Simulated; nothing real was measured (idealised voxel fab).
This is a process module. Its name is voxel self aligned vias.
In the cross-section labelled cut, the width is 270 nm and each square cell is 5 nm.
Reading order for cross-sections: top band down to bottom band. Underlying form: a grid of square cells. Band size: one or more rows of cells. The band entry comprises the height of the band's top followed by the height of its bottom, expressed in nm, and subsequently the band's materials from left to right, each stated together with its width in nm. Where a single material is marked with the word "edge to edge", that material fills the band from edge to edge. The word "empty" represents empty space. Height datum 0, below which the as-received substrate wafer is one material. Lowest band open at the bottom, running downward: "from 0 down". Graded width ("30 to 40"): value in top row of band = first number; value in bottom row = second number; row-to-row change constant. Any step labelled "no change" changed none of the cells in the cross-section. You'll see "Enclosed empty spaces" listing empty spaces that have no way open to the top, as long as they're 8 cells or more; the notation is width x height at distance, where the distance is from the left edge, and all of it is in nm. Past the settings on a step's line: simulator remark, on that step. The optional step-line setting "overlay nm" applies to steps with a mask and quantifies how far to the right of its planned location the mask lay, a negative value indicating leftward placement.
The planned process steps are enumerated hereunder:
1,RECEIVE | material Si
2,CONFORMAL_DEP | material SiO2 | thk nm 10
3,CONFORMAL_DEP | material SiCN | thk nm 5
4,DIRECTIONAL_DEP | material SiO2 | thk nm 30
5,PATTERN | tone open | mask id LINES | material resist | width nm 20 | pitch nm 55 | thk nm 15 | overlay nm 0
6,DIRECTIONAL_ETCH | etch materials SiO2 | depth nm 30
7,STRIP | etch materials resist
8,CONFORMAL_DEP | material TiN | thk nm 5
9,FILL_DEP | material W | thk nm 10
10,CMP | height nm 45
11,SELECTIVE_ETCH | etch materials W Ru TiN | depth nm 5
12,FILL_DEP | material SiN | thk nm 5
13,CMP | height nm 45
14,DIRECTIONAL_DEP | material SiO2 | thk nm 15
15,DIRECTIONAL_DEP | material aC | thk nm 10
16,PATTERN | tone open | mask id VIAS | material resist | width nm 40 | pitch nm 110 | thk nm 25 | overlay nm 0
17,DIRECTIONAL_ETCH | etch materials aC | depth nm 10
18,STRIP | etch materials resist
19,DIRECTIONAL_ETCH | etch materials SiO2 | depth nm 15
20,DIRECTIONAL_ETCH | etch materials SiN | depth nm 5
21,STRIP | etch materials aC
22,CONFORMAL_DEP | material TiN | thk nm 5
23,FILL_DEP | material Cu | thk nm 5
24,CMP | height nm 60
25,CONFORMAL_DEP | material SiN | thk nm 5
Received-state cross-section, reflecting completion of step 1:
    from 0 down  Si edge to edge
    Enclosed empty spaces: none
Here's the cross-section of the first of our two wafers at the end of the module - it ran as planned:
    from 65 to 60  SiN edge to edge
    from 60 to 50  60 nm SiO2 / 5 nm TiN / 30 nm Cu / 5 nm TiN / 70 nm SiO2 / 5 nm TiN / 30 nm Cu / 5 nm TiN / 60 nm SiO2
    from 50 to 45  60 nm SiO2 / 15 nm TiN / 10 nm Cu / 15 nm TiN / 70 nm SiO2 / 15 nm TiN / 10 nm Cu / 15 nm TiN / 60 nm SiO2
    from 45 to 40  70 nm SiO2 / 20 nm TiN / 35 nm SiO2 / 20 nm SiN / 35 nm SiO2 / 20 nm TiN / 70 nm SiO2
    from 40 to 20  70 nm SiO2 / 5 nm TiN / 10 nm W / 5 nm TiN / 35 nm SiO2 / 5 nm TiN / 10 nm W / 5 nm TiN / 35 nm SiO2 / 5 nm TiN / 10 nm W / 5 nm TiN / 70 nm SiO2
    from 20 to 15  70 nm SiO2 / 20 nm TiN / 35 nm SiO2 / 20 nm TiN / 35 nm SiO2 / 20 nm TiN / 70 nm SiO2
    from 15 to 10  SiCN edge to edge
    from 10 to 0  SiO2 edge to edge
    from 0 down  Si edge to edge
    Enclosed empty spaces: none
Wafer two, end of module, cross-section. Same start, same plan as wafer one. One mistake in the run:
    from 65 to 60  SiN edge to edge
    from 60 to 45  60 nm SiO2 / 5 nm TiN / 30 nm Cu / 5 nm TiN / 70 nm SiO2 / 5 nm TiN / 30 nm Cu / 5 nm TiN / 60 nm SiO2
    from 45 to 40  60 nm SiN / 40 nm TiN / 70 nm SiN / 40 nm TiN / 60 nm SiN
    from 40 to 15  70 nm SiO2 / 5 nm TiN / 10 nm W / 5 nm TiN / 35 nm SiO2 / 5 nm TiN / 10 nm W / 5 nm TiN / 35 nm SiO2 / 5 nm TiN / 10 nm W / 5 nm TiN / 70 nm SiO2
    from 15 to 10  70 nm SiO2 / 20 nm TiN / 35 nm SiO2 / 20 nm TiN / 35 nm SiO2 / 20 nm TiN / 70 nm SiO2
    from 10 to 0  SiO2 edge to edge
    from 0 down  Si edge to edge
    Enclosed empty spaces: none
Heads up, the wafer didn't run the way we planned it: with respect to the plan, step 3 was omitted and not executed
Final tally in cells, some materials are higher or lower on the second wafer than on the first: 8 more of Cu | 54 fewer of SiCN | 34 more of SiN | 6 more of TiN | 6 more of W
